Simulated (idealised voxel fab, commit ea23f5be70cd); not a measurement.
process module | voxel quadruple lines
260 nm wide, 5 nm square cells: that's cross-section cut.
Heads up, the way a cross-section reads in here is a grid of square cells, handed over as bands from the top down, with every band being one or more rows of cells. The band entry comprises the height of the band's top followed by the height of its bottom, expressed in nm, and subsequently the band's materials from left to right, each stated together with its width in nm. Where a single material is marked with the word "everywhere", that material fills the band from edge to edge. The word "air" represents empty space. Height reference: 0 = level under which incoming wafer is all one material. Lowest band: no bottom, runs on downward, e.g. "0 nm and below". Graded width ("30..40"): value in top row of band = first number; value in bottom row = second number; row-to-row change constant. Any step labelled "stayed the same" changed none of the cells in the cross-section. Reported under the label "Entrapped voids" are the empty spaces having no open way to the top and comprising 8 cells or more; the notation for each is width x height at distance, in which the distance is measured from the left edge and all three values are in nm. Where a step's line continues beyond its settings, the continuation is a remark by the simulator itself on that step. overlay nm: mask offset rightward from planned place, masked step; negative means leftward offset.
-- Here's what the planned process steps look like
- 1: RECEIVE (material Si)
- 2: CONFORMAL_DEP (material Al2O3; thk nm 5)
- 3: DIRECTIONAL_DEP (material W; thk nm 15)
- 4: DIRECTIONAL_DEP (material polySi; thk nm 20)
- 5: DIRECTIONAL_DEP (material aC; thk nm 20)
- 6: PATTERN (tone cover; mask id MANDREL; material resist; width nm 20; thk nm 30; overlay nm 0)
- 7: DIRECTIONAL_ETCH (etch materials aC; depth nm 20)
- 8: STRIP (etch materials resist)
- 9: CONFORMAL_DEP (material SiO2; thk nm 10)
- 10: DIRECTIONAL_ETCH (etch materials SiO2; depth nm 10)
- 11: STRIP (etch materials aC)
- 12: DIRECTIONAL_ETCH (etch materials polySi; depth nm 20)
- 13: STRIP (etch materials SiO2)
- 14: CONFORMAL_DEP (material SiCN; thk nm 5)
- 15: DIRECTIONAL_ETCH (etch materials SiCN; depth nm 5)
- 16: STRIP (etch materials polySi)
- 17: DIRECTIONAL_ETCH (etch materials W; depth nm 15)
- 18: STRIP (etch materials SiCN)
For this document, wafers share an identical start and vary in the step 14 thk nm; the plan quotes the first wafer's value.
-- Received condition of the first of several wafers, sectioned: post-step 1
0 nm and below: Si everywhere
Entrapped voids: none
-- each wafer at the end: cells of each material gained (+) or lost (-) since it was received, then its closed voids
thk nm 5, +52 Al2O3, +12 W, Entrapped voids: none
thk nm 10, +52 Al2O3, +156 W, +16 polySi, Entrapped voids: none
thk nm 15, +52 Al2O3, +156 W, +16 polySi, Entrapped voids: none
thk nm 20, +52 Al2O3, +156 W, +16 polySi, Entrapped voids: none
